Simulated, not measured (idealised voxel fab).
process module | voxel transistor to metal
cross-section cut | 300 nm wide | cells 5 nm
A cross-section is a grid of square cells, given in bands from the top down. A band is one or more rows of cells.
Each band's line starts with the height of the band's top and of its bottom, in nm. Then come its materials from left to right, each with its width in nm. One material with "throughout" fills the band from edge to edge. "air" is empty space.
Height 0 is the level under which the wafer as received is all one material. The lowest band goes on downwards, as in "0 down".
A width such as "30 to 40" changes by the same amount from each row of cells to the next, from the band's top row to its bottom row.
"no change" after a step means that no cell of the cross-section changed.
closed voids: empty space of 8 cells or more with no open way to the top, each as width x height at its distance from the left edge, in nm
after a step's settings: what the simulator itself notes on the step
overlay nm, on a step with a mask: how far to the right of its planned place the mask lay; to the left if negative
plan
1 op RECEIVE | material Si
2 op OXIDIZE | depth nm 5
3 op CONFORMAL_DEP | material SiN | thk nm 10
4 op PATTERN | tone cover | mask id ACTIVE | material resist | width nm 110 | pitch nm 140 | thk nm 20 | overlay nm 0
5 op DIRECTIONAL_ETCH | etch materials SiN | depth nm 10
6 op DIRECTIONAL_ETCH | etch materials SiO2 | depth nm 5
7 op DIRECTIONAL_ETCH | etch materials Si | depth nm 20
8 op STRIP | etch materials resist
9 op FILL_DEP | material SiO2 | thk nm 10
10 op CMP | height nm 10
11 op SELECTIVE_ETCH | etch materials SiO2 | depth nm 5
12 op STRIP | etch materials SiN
13 op SELECTIVE_ETCH | etch materials SiO2 | depth nm 5
14 op OXIDIZE | depth nm 5
15 op DIRECTIONAL_DEP | material polySi | thk nm 25
16 op DIRECTIONAL_DEP | material SiCN | thk nm 10
17 op MASKED_ETCH | tone cover | mask id GATE | width nm 20 | pitch nm 140 | etch materials SiCN | depth nm 20 | overlay nm 0
18 op MASKED_ETCH | tone cover | mask id GATE | width nm 20 | pitch nm 140 | etch materials polySi | depth nm 35 | overlay nm 0
19 op CONFORMAL_DEP | material SiN | thk nm 5
20 op DIRECTIONAL_ETCH | etch materials SiN | depth nm 5
21 op DIRECTIONAL_ETCH | etch materials SiO2 | depth nm 5
22 op DIRECTIONAL_ETCH | etch materials Si | depth nm 15
23 op EPI | material SiGe | thk nm 15
24 op FILL_DEP | material SiO2 | thk nm 5
25 op CMP | height nm 30
26 op DIRECTIONAL_DEP | material SiO2 | thk nm 15
27 op MASKED_ETCH | tone open | mask id CONTACT | width nm 35 | etch materials SiO2 | depth nm 55 | overlay nm 0
28 op CONFORMAL_DEP | material TiN | thk nm 5
29 op FILL_DEP | material W | thk nm 5
30 op CMP | height nm 45
31 op CONFORMAL_DEP | material SiN | thk nm 5
32 op DIRECTIONAL_DEP | material lowk | thk nm 25
33 op MASKED_ETCH | tone open | mask id METAL_1 | width nm 20 | etch materials lowk | depth nm 25 | overlay nm 0
34 op MASKED_ETCH | tone open | mask id METAL_1 | width nm 20 | etch materials SiN | depth nm 5 | overlay nm 0
35 op CONFORMAL_DEP | material TiN | thk nm 5
36 op FILL_DEP | material Ru | thk nm 5
37 op CMP | height nm 75
38 op EPI | material Ru | thk nm 5
39 op FILL_DEP | material SiCN | thk nm 5
40 op DIRECTIONAL_DEP | material SiO2 | thk nm 35
41 op DIRECTIONAL_DEP | material aC | thk nm 10
42 op PATTERN | tone open | mask id METAL_2 | material resist | width nm 20 | pitch nm 140 | thk nm 30 | overlay nm 0
43 op DIRECTIONAL_ETCH | etch materials aC | depth nm 10
44 op STRIP | etch materials resist
45 op DIRECTIONAL_ETCH | etch materials SiO2 | depth nm 20
46 op STRIP | etch materials aC
47 op PATTERN | tone open | mask id METAL_2_HOLES | material resist | width nm 15 | pitch nm 140 | thk nm 20 | overlay nm 0
48 op DIRECTIONAL_ETCH | etch materials SiO2 | depth nm 15
49 op DIRECTIONAL_ETCH | etch materials SiCN | depth nm 5
50 op STRIP | etch materials resist
51 op CONFORMAL_DEP | material TiN | thk nm 5
52 op FILL_DEP | material Ru | thk nm 5
53 op CMP | height nm 120
54 op CONFORMAL_DEP | material SiCN | thk nm 5
first wafer, as planned
as received, after step 1
  0 down: Si throughout
  closed voids: none
after step 2
  0 to -5: SiO2 throughout
  below -5: unchanged
after step 3
  10 to 0: SiN throughout
  below 0: unchanged
after step 4
  30 to 10: air 25 | resist 110 | air 30 | resist 110 | air 25
  below 10: unchanged
after step 5
  30 to 10: air 25 | resist 110 | air 30 | resist 110 | air 25
  10 to 0: air 25 | SiN 110 | air 30 | SiN 110 | air 25
  below 0: unchanged
after step 6
  30 to 10: air 25 | resist 110 | air 30 | resist 110 | air 25
  10 to 0: air 25 | SiN 110 | air 30 | SiN 110 | air 25
  0 to -5: air 25 | SiO2 110 | air 30 | SiO2 110 | air 25
  below -5: unchanged
after step 7
  30 to 10: air 25 | resist 110 | air 30 | resist 110 | air 25
  10 to 0: air 25 | SiN 110 | air 30 | SiN 110 | air 25
  0 to -5: air 25 | SiO2 110 | air 30 | SiO2 110 | air 25
  -5 to -25: air 25 | Si 110 | air 30 | Si 110 | air 25
  below -25: unchanged
after step 8
  10 to 0: air 25 | SiN 110 | air 30 | SiN 110 | air 25
  below 0: unchanged
after step 9
  20 to 10: SiO2 throughout
  10 to 0: SiO2 25 | SiN 110 | SiO2 30 | SiN 110 | SiO2 25
  0 to -5: SiO2 throughout
  -5 to -25: SiO2 25 | Si 110 | SiO2 30 | Si 110 | SiO2 25
  below -25: unchanged
after step 10
  10 to 0: SiO2 25 | SiN 110 | SiO2 30 | SiN 110 | SiO2 25
  below 0: unchanged
after step 11
  10 to 5: air 25 | SiN 110 | air 30 | SiN 110 | air 25
  below 5: unchanged
after step 12
  5 to 0: SiO2 25 | air 110 | SiO2 30 | air 110 | SiO2 25
  below 0: unchanged
after step 13
  0 to -5: SiO2 20 | air 120 | SiO2 20 | air 120 | SiO2 20
  below -5: unchanged
after step 14
  0 to -5: SiO2 20 | air 120 | SiO2 20 | air 120 | SiO2 20
  -5 to -10: SiO2 throughout
  below -10: unchanged
after step 15
  25 to 20: polySi 20 | air 120 | polySi 20 | air 120 | polySi 20
  20 to 0: polySi throughout
  0 to -5: SiO2 20 | polySi 120 | SiO2 20 | polySi 120 | SiO2 20
  below -5: unchanged
after step 16
  35 to 30: SiCN 20 | air 120 | SiCN 20 | air 120 | SiCN 20
  30 to 25: SiCN throughout
  25 to 20: polySi 20 | SiCN 120 | polySi 20 | SiCN 120 | polySi 20
  below 20: unchanged
after step 17
  30 to 25: air 70 | SiCN 20 | air 120 | SiCN 20 | air 70
  25 to 20: polySi 20 | air 50 | SiCN 20 | air 50 | polySi 20 | air 50 | SiCN 20 | air 50 | polySi 20
  below 20: unchanged
after step 18
  30 to 20: air 70 | SiCN 20 | air 120 | SiCN 20 | air 70
  20 to 0: air 70 | polySi 20 | air 120 | polySi 20 | air 70
  0 to -5: SiO2 20 | air 50 | polySi 20 | air 50 | SiO2 20 | air 50 | polySi 20 | air 50 | SiO2 20
  below -5: unchanged
after step 19
  35 to 30: air 65 | SiN 30 | air 110 | SiN 30 | air 65
  30 to 20: air 65 | SiN 5 | SiCN 20 | SiN 5 | air 110 | SiN 5 | SiCN 20 | SiN 5 | air 65
  20 to 5: air 65 | SiN 5 | polySi 20 | SiN 5 | air 110 | SiN 5 | polySi 20 | SiN 5 | air 65
  5 to 0: SiN 25 | air 40 | SiN 5 | polySi 20 | SiN 5 | air 40 | SiN 30 | air 40 | SiN 5 | polySi 20 | SiN 5 | air 40 | SiN 25
  0 to -5: SiO2 20 | SiN 50 | polySi 20 | SiN 50 | SiO2 20 | SiN 50 | polySi 20 | SiN 50 | SiO2 20
  below -5: unchanged
after step 20
  30 to 20: air 65 | SiN 5 | SiCN 20 | SiN 5 | air 110 | SiN 5 | SiCN 20 | SiN 5 | air 65
  20 to 0: air 65 | SiN 5 | polySi 20 | SiN 5 | air 110 | SiN 5 | polySi 20 | SiN 5 | air 65
  0 to -5: SiO2 20 | SiN 5 | air 40 | SiN 5 | polySi 20 | SiN 5 | air 40 | SiN 5 | SiO2 20 | SiN 5 | air 40 | SiN 5 | polySi 20 | SiN 5 | air 40 | SiN 5 | SiO2 20
  below -5: unchanged
after step 21
  30 to 20: air 65 | SiN 5 | SiCN 20 | SiN 5 | air 110 | SiN 5 | SiCN 20 | SiN 5 | air 65
  20 to 0: air 65 | SiN 5 | polySi 20 | SiN 5 | air 110 | SiN 5 | polySi 20 | SiN 5 | air 65
  0 to -5: air 20 | SiN 5 | air 40 | SiN 5 | polySi 20 | SiN 5 | air 40 | SiN 5 | air 20 | SiN 5 | air 40 | SiN 5 | polySi 20 | SiN 5 | air 40 | SiN 5 | air 20
  -5 to -10: SiO2 25 | air 40 | SiO2 30 | air 40 | SiO2 30 | air 40 | SiO2 30 | air 40 | SiO2 25
  below -10: unchanged
after step 22
  30 to 20: air 65 | SiN 5 | SiCN 20 | SiN 5 | air 110 | SiN 5 | SiCN 20 | SiN 5 | air 65
  20 to 0: air 65 | SiN 5 | polySi 20 | SiN 5 | air 110 | SiN 5 | polySi 20 | SiN 5 | air 65
  0 to -5: air 20 | SiN 5 | air 40 | SiN 5 | polySi 20 | SiN 5 | air 40 | SiN 5 | air 20 | SiN 5 | air 40 | SiN 5 | polySi 20 | SiN 5 | air 40 | SiN 5 | air 20
  -5 to -10: SiO2 25 | air 40 | SiO2 30 | air 40 | SiO2 30 | air 40 | SiO2 30 | air 40 | SiO2 25
  -10 to -25: SiO2 25 | air 40 | Si 30 | air 40 | SiO2 30 | air 40 | Si 30 | air 40 | SiO2 25
  below -25: unchanged
after step 23
  30 to 20: air 65 | SiN 5 | SiCN 20 | SiN 5 | air 110 | SiN 5 | SiCN 20 | SiN 5 | air 65
  20 to 5: air 65 | SiN 5 | polySi 20 | SiN 5 | air 110 | SiN 5 | polySi 20 | SiN 5 | air 65
  5 to 0: air 50 | SiGe 15 | SiN 5 | polySi 20 | SiN 5 | SiGe 15 | air 80 | SiGe 15 | SiN 5 | polySi 20 | SiN 5 | SiGe 15 | air 50
  0 to -5: air 20 | SiN 5 | air 25 | SiGe 15 | SiN 5 | polySi 20 | SiN 5 | SiGe 15 | air 25 | SiN 5 | air 20 | SiN 5 | air 25 | SiGe 15 | SiN 5 | polySi 20 | SiN 5 | SiGe 15 | air 25 | SiN 5 | air 20
  -5 to -10: SiO2 25 | air 25 | SiGe 15 | SiO2 30 | SiGe 15 | air 25 | SiO2 30 | air 25 | SiGe 15 | SiO2 30 | SiGe 15 | air 25 | SiO2 25
  -10 to -25: SiO2 25 | SiGe 40 | Si 30 | SiGe 40 | SiO2 30 | SiGe 40 | Si 30 | SiGe 40 | SiO2 25
  below -25: unchanged
after step 24
  35 to 30: SiO2 throughout
  30 to 20: SiO2 65 | SiN 5 | SiCN 20 | SiN 5 | SiO2 110 | SiN 5 | SiCN 20 | SiN 5 | SiO2 65
  20 to 5: SiO2 65 | SiN 5 | polySi 20 | SiN 5 | SiO2 110 | SiN 5 | polySi 20 | SiN 5 | SiO2 65
  5 to 0: SiO2 50 | SiGe 15 | SiN 5 | polySi 20 | SiN 5 | SiGe 15 | SiO2 80 | SiGe 15 | SiN 5 | polySi 20 | SiN 5 | SiGe 15 | SiO2 50
  0 to -5: SiO2 20 | SiN 5 | SiO2 25 | SiGe 15 | SiN 5 | polySi 20 | SiN 5 | SiGe 15 | SiO2 25 | SiN 5 | SiO2 20 | SiN 5 | SiO2 25 | SiGe 15 | SiN 5 | polySi 20 | SiN 5 | SiGe 15 | SiO2 25 | SiN 5 | SiO2 20
  -5 to -10: SiO2 50 | SiGe 15 | SiO2 30 | SiGe 15 | SiO2 80 | SiGe 15 | SiO2 30 | SiGe 15 | SiO2 50
  below -10: unchanged
after step 25
  30 to 20: SiO2 65 | SiN 5 | SiCN 20 | SiN 5 | SiO2 110 | SiN 5 | SiCN 20 | SiN 5 | SiO2 65
  below 20: unchanged
after step 26
  45 to 30: SiO2 throughout
  below 30: unchanged
after step 27
  45 to 30: SiO2 30 | air 35 | SiO2 30 | air 35 | SiO2 40 | air 35 | SiO2 30 | air 35 | SiO2 30
  30 to 20: SiO2 30 | air 35 | SiN 5 | SiCN 20 | SiN 5 | air 35 | SiO2 40 | air 35 | SiN 5 | SiCN 20 | SiN 5 | air 35 | SiO2 30
  20 to 5: SiO2 30 | air 35 | SiN 5 | polySi 20 | SiN 5 | air 35 | SiO2 40 | air 35 | SiN 5 | polySi 20 | SiN 5 | air 35 | SiO2 30
  5 to 0: SiO2 30 | air 20 | SiGe 15 | SiN 5 | polySi 20 | SiN 5 | SiGe 15 | air 20 | SiO2 40 | air 20 | SiGe 15 | SiN 5 | polySi 20 | SiN 5 | SiGe 15 | air 20 | SiO2 30
  0 to -5: SiO2 20 | SiN 5 | SiO2 5 | air 20 | SiGe 15 | SiN 5 | polySi 20 | SiN 5 | SiGe 15 | air 20 | SiO2 5 | SiN 5 | SiO2 20 | SiN 5 | SiO2 5 | air 20 | SiGe 15 | SiN 5 | polySi 20 | SiN 5 | SiGe 15 | air 20 | SiO2 5 | SiN 5 | SiO2 20
  -5 to -10: SiO2 30 | air 20 | SiGe 15 | SiO2 30 | SiGe 15 | air 20 | SiO2 40 | air 20 | SiGe 15 | SiO2 30 | SiGe 15 | air 20 | SiO2 30
  below -10: unchanged
after step 28
  50 to 45: TiN 35 | air 25 | TiN 40 | air 25 | TiN 50 | air 25 | TiN 40 | air 25 | TiN 35
  45 to 30: SiO2 30 | TiN 5 | air 25 | TiN 5 | SiO2 30 | TiN 5 | air 25 | TiN 5 | SiO2 40 | TiN 5 | air 25 | TiN 5 | SiO2 30 | TiN 5 | air 25 | TiN 5 | SiO2 30
  30 to 20: SiO2 30 | TiN 5 | air 25 | TiN 5 | SiN 5 | SiCN 20 | SiN 5 | TiN 5 | air 25 | TiN 5 | SiO2 40 | TiN 5 | air 25 | TiN 5 | SiN 5 | SiCN 20 | SiN 5 | TiN 5 | air 25 | TiN 5 | SiO2 30
  20 to 10: SiO2 30 | TiN 5 | air 25 | TiN 5 | SiN 5 | polySi 20 | SiN 5 | TiN 5 | air 25 | TiN 5 | SiO2 40 | TiN 5 | air 25 | TiN 5 | SiN 5 | polySi 20 | SiN 5 | TiN 5 | air 25 | TiN 5 | SiO2 30
  10 to 5: SiO2 30 | TiN 5 | air 10 | TiN 20 | SiN 5 | polySi 20 | SiN 5 | TiN 20 | air 10 | TiN 5 | SiO2 40 | TiN 5 | air 10 | TiN 20 | SiN 5 | polySi 20 | SiN 5 | TiN 20 | air 10 | TiN 5 | SiO2 30
  5 to 0: SiO2 30 | TiN 5 | air 10 | TiN 5 | SiGe 15 | SiN 5 | polySi 20 | SiN 5 | SiGe 15 | TiN 5 | air 10 | TiN 5 | SiO2 40 | TiN 5 | air 10 | TiN 5 | SiGe 15 | SiN 5 | polySi 20 | SiN 5 | SiGe 15 | TiN 5 | air 10 | TiN 5 | SiO2 30
  0 to -5: SiO2 20 | SiN 5 | SiO2 5 | TiN 5 | air 10 | TiN 5 | SiGe 15 | SiN 5 | polySi 20 | SiN 5 | SiGe 15 | TiN 5 | air 10 | TiN 5 | SiO2 5 | SiN 5 | SiO2 20 | SiN 5 | SiO2 5 | TiN 5 | air 10 | TiN 5 | SiGe 15 | SiN 5 | polySi 20 | SiN 5 | SiGe 15 | TiN 5 | air 10 | TiN 5 | SiO2 5 | SiN 5 | SiO2 20
  -5 to -10: SiO2 30 | TiN 20 | SiGe 15 | SiO2 30 | SiGe 15 | TiN 20 | SiO2 40 | TiN 20 | SiGe 15 | SiO2 30 | SiGe 15 | TiN 20 | SiO2 30
  below -10: unchanged
after step 29
  55 to 50: W throughout
  50 to 45: TiN 35 | W 25 | TiN 40 | W 25 | TiN 50 | W 25 | TiN 40 | W 25 | TiN 35
  45 to 30: SiO2 30 | TiN 5 | W 25 | TiN 5 | SiO2 30 | TiN 5 | W 25 | TiN 5 | SiO2 40 | TiN 5 | W 25 | TiN 5 | SiO2 30 | TiN 5 | W 25 | TiN 5 | SiO2 30
  30 to 20: SiO2 30 | TiN 5 | W 25 | TiN 5 | SiN 5 | SiCN 20 | SiN 5 | TiN 5 | W 25 | TiN 5 | SiO2 40 | TiN 5 | W 25 | TiN 5 | SiN 5 | SiCN 20 | SiN 5 | TiN 5 | W 25 | TiN 5 | SiO2 30
  20 to 10: SiO2 30 | TiN 5 | W 25 | TiN 5 | SiN 5 | polySi 20 | SiN 5 | TiN 5 | W 25 | TiN 5 | SiO2 40 | TiN 5 | W 25 | TiN 5 | SiN 5 | polySi 20 | SiN 5 | TiN 5 | W 25 | TiN 5 | SiO2 30
  10 to 5: SiO2 30 | TiN 5 | W 10 | TiN 20 | SiN 5 | polySi 20 | SiN 5 | TiN 20 | W 10 | TiN 5 | SiO2 40 | TiN 5 | W 10 | TiN 20 | SiN 5 | polySi 20 | SiN 5 | TiN 20 | W 10 | TiN 5 | SiO2 30
  5 to 0: SiO2 30 | TiN 5 | W 10 | TiN 5 | SiGe 15 | SiN 5 | polySi 20 | SiN 5 | SiGe 15 | TiN 5 | W 10 | TiN 5 | SiO2 40 | TiN 5 | W 10 | TiN 5 | SiGe 15 | SiN 5 | polySi 20 | SiN 5 | SiGe 15 | TiN 5 | W 10 | TiN 5 | SiO2 30
  0 to -5: SiO2 20 | SiN 5 | SiO2 5 | TiN 5 | W 10 | TiN 5 | SiGe 15 | SiN 5 | polySi 20 | SiN 5 | SiGe 15 | TiN 5 | W 10 | TiN 5 | SiO2 5 | SiN 5 | SiO2 20 | SiN 5 | SiO2 5 | TiN 5 | W 10 | TiN 5 | SiGe 15 | SiN 5 | polySi 20 | SiN 5 | SiGe 15 | TiN 5 | W 10 | TiN 5 | SiO2 5 | SiN 5 | SiO2 20
  below -5: unchanged
after step 30
  45 to 30: SiO2 30 | TiN 5 | W 25 | TiN 5 | SiO2 30 | TiN 5 | W 25 | TiN 5 | SiO2 40 | TiN 5 | W 25 | TiN 5 | SiO2 30 | TiN 5 | W 25 | TiN 5 | SiO2 30
  below 30: unchanged
after step 31
  50 to 45: SiN throughout
  below 45: unchanged
after step 32
  75 to 50: lowk throughout
  below 50: unchanged
after step 33
  75 to 50: lowk 30 | air 20 | lowk 60 | air 20 | lowk 40 | air 20 | lowk 60 | air 20 | lowk 30
  below 50: unchanged
after step 34
  75 to 50: lowk 30 | air 20 | lowk 60 | air 20 | lowk 40 | air 20 | lowk 60 | air 20 | lowk 30
  50 to 45: SiN 30 | air 20 | SiN 60 | air 20 | SiN 40 | air 20 | SiN 60 | air 20 | SiN 30
  below 45: unchanged
after step 35
  80 to 75: TiN 35 | air 10 | TiN 70 | air 10 | TiN 50 | air 10 | TiN 70 | air 10 | TiN 35
  75 to 50: lowk 30 | TiN 5 | air 10 | TiN 5 | lowk 60 | TiN 5 | air 10 | TiN 5 | lowk 40 | TiN 5 | air 10 | TiN 5 | lowk 60 | TiN 5 | air 10 | TiN 5 | lowk 30
  50 to 45: SiN 30 | TiN 20 | SiN 60 | TiN 20 | SiN 40 | TiN 20 | SiN 60 | TiN 20 | SiN 30
  below 45: unchanged
after step 36
  85 to 80: Ru throughout
  80 to 75: TiN 35 | Ru 10 | TiN 70 | Ru 10 | TiN 50 | Ru 10 | TiN 70 | Ru 10 | TiN 35
  75 to 50: lowk 30 | TiN 5 | Ru 10 | TiN 5 | lowk 60 | TiN 5 | Ru 10 | TiN 5 | lowk 40 | TiN 5 | Ru 10 | TiN 5 | lowk 60 | TiN 5 | Ru 10 | TiN 5 | lowk 30
  below 50: unchanged
after step 37
  75 to 50: lowk 30 | TiN 5 | Ru 10 | TiN 5 | lowk 60 | TiN 5 | Ru 10 | TiN 5 | lowk 40 | TiN 5 | Ru 10 | TiN 5 | lowk 60 | TiN 5 | Ru 10 | TiN 5 | lowk 30
  below 50: unchanged
after step 38
  80 to 75: air 25 | Ru 30 | air 50 | Ru 30 | air 30 | Ru 30 | air 50 | Ru 30 | air 25
  below 75: unchanged
after step 39
  85 to 80: SiCN throughout
  80 to 75: SiCN 25 | Ru 30 | SiCN 50 | Ru 30 | SiCN 30 | Ru 30 | SiCN 50 | Ru 30 | SiCN 25
  below 75: unchanged
after step 40
  120 to 85: SiO2 throughout
  below 85: unchanged
after step 41
  130 to 120: aC throughout
  below 120: unchanged
after step 42
  160 to 130: resist 30 | air 20 | resist 120 | air 20 | resist 110
  below 130: unchanged
after step 43
  150 to 130: resist 30 | air 20 | resist 120 | air 20 | resist 110
  130 to 120: aC 30 | air 20 | aC 120 | air 20 | aC 110
  below 120: unchanged
after step 44
  130 to 120: aC 30 | air 20 | aC 120 | air 20 | aC 110
  below 120: unchanged
after step 45
  130 to 120: aC 30 | air 20 | aC 120 | air 20 | aC 110
  120 to 100: SiO2 30 | air 20 | SiO2 120 | air 20 | SiO2 110
  below 100: unchanged
after step 46
  120 to 100: SiO2 30 | air 20 | SiO2 120 | air 20 | SiO2 110
  below 100: unchanged
after step 47
  140 to 120: resist 30 | air 15 | resist 125 | air 15 | resist 115
  120 to 100: SiO2 30 | air 15 | resist 5 | SiO2 120 | air 15 | resist 5 | SiO2 110
  below 100: unchanged
after step 48
  140 to 120: resist 30 | air 15 | resist 125 | air 15 | resist 115
  120 to 100: SiO2 30 | air 15 | resist 5 | SiO2 120 | air 15 | resist 5 | SiO2 110
  100 to 85: SiO2 30 | air 15 | SiO2 125 | air 15 | SiO2 115
  below 85: unchanged
after step 49
  140 to 120: resist 30 | air 15 | resist 125 | air 15 | resist 115
  120 to 100: SiO2 30 | air 15 | resist 5 | SiO2 120 | air 15 | resist 5 | SiO2 110
  100 to 85: SiO2 30 | air 15 | SiO2 125 | air 15 | SiO2 115
  85 to 80: SiCN 30 | air 15 | SiCN 125 | air 15 | SiCN 115
  below 80: unchanged
after step 50
  120 to 100: SiO2 30 | air 20 | SiO2 120 | air 20 | SiO2 110
  below 100: unchanged
after step 51
  125 to 120: TiN 35 | air 10 | TiN 130 | air 10 | TiN 115
  120 to 105: SiO2 30 | TiN 5 | air 10 | TiN 5 | SiO2 120 | TiN 5 | air 10 | TiN 5 | SiO2 110
  105 to 100: SiO2 30 | TiN 5 | air 5 | TiN 10 | SiO2 120 | TiN 5 | air 5 | TiN 10 | SiO2 110
  100 to 85: SiO2 30 | TiN 5 | air 5 | TiN 5 | SiO2 125 | TiN 5 | air 5 | TiN 5 | SiO2 115
  85 to 80: SiCN 30 | TiN 15 | SiCN 125 | TiN 15 | SiCN 115
  below 80: unchanged
after step 52
  130 to 125: Ru throughout
  125 to 120: TiN 35 | Ru 10 | TiN 130 | Ru 10 | TiN 115
  120 to 105: SiO2 30 | TiN 5 | Ru 10 | TiN 5 | SiO2 120 | TiN 5 | Ru 10 | TiN 5 | SiO2 110
  105 to 100: SiO2 30 | TiN 5 | Ru 5 | TiN 10 | SiO2 120 | TiN 5 | Ru 5 | TiN 10 | SiO2 110
  100 to 85: SiO2 30 | TiN 5 | Ru 5 | TiN 5 | SiO2 125 | TiN 5 | Ru 5 | TiN 5 | SiO2 115
  below 85: unchanged
after step 53
  120 to 105: SiO2 30 | TiN 5 | Ru 10 | TiN 5 | SiO2 120 | TiN 5 | Ru 10 | TiN 5 | SiO2 110
  below 105: unchanged
after step 54
  125 to 120: SiCN throughout
  below 120: unchanged
second wafer: like start, like plan, one mistake. Through step 38 it matches the first wafer
when step 39 should have ended: no change
when step 40 should have ended
  115 to 110: air 25 | SiO2 30 | air 50 | SiO2 30 | air 30 | SiO2 30 | air 50 | SiO2 30 | air 25
  110 to 80: SiO2 throughout
  80 to 75: SiO2 25 | Ru 30 | SiO2 50 | Ru 30 | SiO2 30 | Ru 30 | SiO2 50 | Ru 30 | SiO2 25
  below 75: unchanged
when step 41 should have ended
  125 to 120: air 25 | aC 30 | air 50 | aC 30 | air 30 | aC 30 | air 50 | aC 30 | air 25
  120 to 115: aC throughout
  115 to 110: aC 25 | SiO2 30 | aC 50 | SiO2 30 | aC 30 | SiO2 30 | aC 50 | SiO2 30 | aC 25
  below 110: unchanged
when step 42 should have ended
  155 to 125: resist 30 | air 20 | resist 120 | air 20 | resist 110
  125 to 120: resist 25 | aC 30 | resist 50 | aC 30 | resist 30 | aC 30 | resist 50 | aC 30 | resist 25
  below 120: unchanged
when step 43 should have ended
  145 to 125: resist 30 | air 20 | resist 120 | air 20 | resist 110
  125 to 120: resist 25 | aC 5 | air 20 | aC 5 | resist 50 | aC 30 | resist 30 | aC 5 | air 20 | aC 5 | resist 50 | aC 30 | resist 25
  120 to 115: aC 30 | air 20 | aC 120 | air 20 | aC 110
  below 115: unchanged
when step 44 should have ended
  125 to 120: air 25 | aC 5 | air 20 | aC 5 | air 50 | aC 30 | air 30 | aC 5 | air 20 | aC 5 | air 50 | aC 30 | air 25
  below 120: unchanged
when step 45 should have ended
  125 to 120: air 25 | aC 5 | air 20 | aC 5 | air 50 | aC 30 | air 30 | aC 5 | air 20 | aC 5 | air 50 | aC 30 | air 25
  120 to 115: aC 30 | air 20 | aC 120 | air 20 | aC 110
  115 to 110: aC 25 | SiO2 5 | air 20 | SiO2 5 | aC 50 | SiO2 30 | aC 30 | SiO2 5 | air 20 | SiO2 5 | aC 50 | SiO2 30 | aC 25
  110 to 95: SiO2 30 | air 20 | SiO2 120 | air 20 | SiO2 110
  below 95: unchanged
when step 46 should have ended
  115 to 110: air 25 | SiO2 5 | air 20 | SiO2 5 | air 50 | SiO2 30 | air 30 | SiO2 5 | air 20 | SiO2 5 | air 50 | SiO2 30 | air 25
  below 110: unchanged
when step 47 should have ended
  135 to 115: resist 30 | air 15 | resist 125 | air 15 | resist 115
  115 to 110: resist 25 | SiO2 5 | air 15 | resist 5 | SiO2 5 | resist 50 | SiO2 30 | resist 30 | SiO2 5 | air 15 | resist 5 | SiO2 5 | resist 50 | SiO2 30 | resist 25
  110 to 95: SiO2 30 | air 15 | resist 5 | SiO2 120 | air 15 | resist 5 | SiO2 110
  below 95: unchanged
when step 48 should have ended
  135 to 115: resist 30 | air 15 | resist 125 | air 15 | resist 115
  115 to 110: resist 25 | SiO2 5 | air 15 | resist 5 | SiO2 5 | resist 50 | SiO2 30 | resist 30 | SiO2 5 | air 15 | resist 5 | SiO2 5 | resist 50 | SiO2 30 | resist 25
  110 to 95: SiO2 30 | air 15 | resist 5 | SiO2 120 | air 15 | resist 5 | SiO2 110
  95 to 80: SiO2 30 | air 15 | SiO2 125 | air 15 | SiO2 115
  below 80: unchanged
when step 49 should have ended: no change
when step 50 should have ended
  115 to 110: air 25 | SiO2 5 | air 20 | SiO2 5 | air 50 | SiO2 30 | air 30 | SiO2 5 | air 20 | SiO2 5 | air 50 | SiO2 30 | air 25
  110 to 95: SiO2 30 | air 20 | SiO2 120 | air 20 | SiO2 110
  below 95: unchanged
when step 51 should have ended
  120 to 115: air 20 | TiN 15 | air 10 | TiN 15 | air 40 | TiN 40 | air 20 | TiN 15 | air 10 | TiN 15 | air 40 | TiN 40 | air 20
  115 to 110: TiN 25 | SiO2 5 | TiN 5 | air 10 | TiN 5 | SiO2 5 | TiN 50 | SiO2 30 | TiN 30 | SiO2 5 | TiN 5 | air 10 | TiN 5 | SiO2 5 | TiN 50 | SiO2 30 | TiN 25
  110 to 100: SiO2 30 | TiN 5 | air 10 | TiN 5 | SiO2 120 | TiN 5 | air 10 | TiN 5 | SiO2 110
  100 to 95: SiO2 30 | TiN 5 | air 5 | TiN 10 | SiO2 120 | TiN 5 | air 5 | TiN 10 | SiO2 110
  95 to 85: SiO2 30 | TiN 5 | air 5 | TiN 5 | SiO2 125 | TiN 5 | air 5 | TiN 5 | SiO2 115
  85 to 80: SiO2 30 | TiN 15 | SiO2 125 | TiN 15 | SiO2 115
  below 80: unchanged
when step 52 should have ended
  125 to 120: Ru throughout
  120 to 115: Ru 20 | TiN 15 | Ru 10 | TiN 15 | Ru 40 | TiN 40 | Ru 20 | TiN 15 | Ru 10 | TiN 15 | Ru 40 | TiN 40 | Ru 20
  115 to 110: TiN 25 | SiO2 5 | TiN 5 | Ru 10 | TiN 5 | SiO2 5 | TiN 50 | SiO2 30 | TiN 30 | SiO2 5 | TiN 5 | Ru 10 | TiN 5 | SiO2 5 | TiN 50 | SiO2 30 | TiN 25
  110 to 100: SiO2 30 | TiN 5 | Ru 10 | TiN 5 | SiO2 120 | TiN 5 | Ru 10 | TiN 5 | SiO2 110
  100 to 95: SiO2 30 | TiN 5 | Ru 5 | TiN 10 | SiO2 120 | TiN 5 | Ru 5 | TiN 10 | SiO2 110
  95 to 85: SiO2 30 | TiN 5 | Ru 5 | TiN 5 | SiO2 125 | TiN 5 | Ru 5 | TiN 5 | SiO2 115
  below 85: unchanged
when step 53 should have ended
  120 to 115: Ru 20 | TiN 15 | Ru 10 | TiN 15 | Ru 40 | TiN 40 | Ru 20 | TiN 15 | Ru 10 | TiN 15 | Ru 40 | TiN 40 | Ru 20
  below 115: unchanged
when step 54 should have ended
  125 to 120: SiCN throughout
  below 120: unchanged
what went wrong: step 39 was left out
at the end the second wafer has, in cells: 30 more of Ru | 90 fewer of SiCN | 60 more of TiN
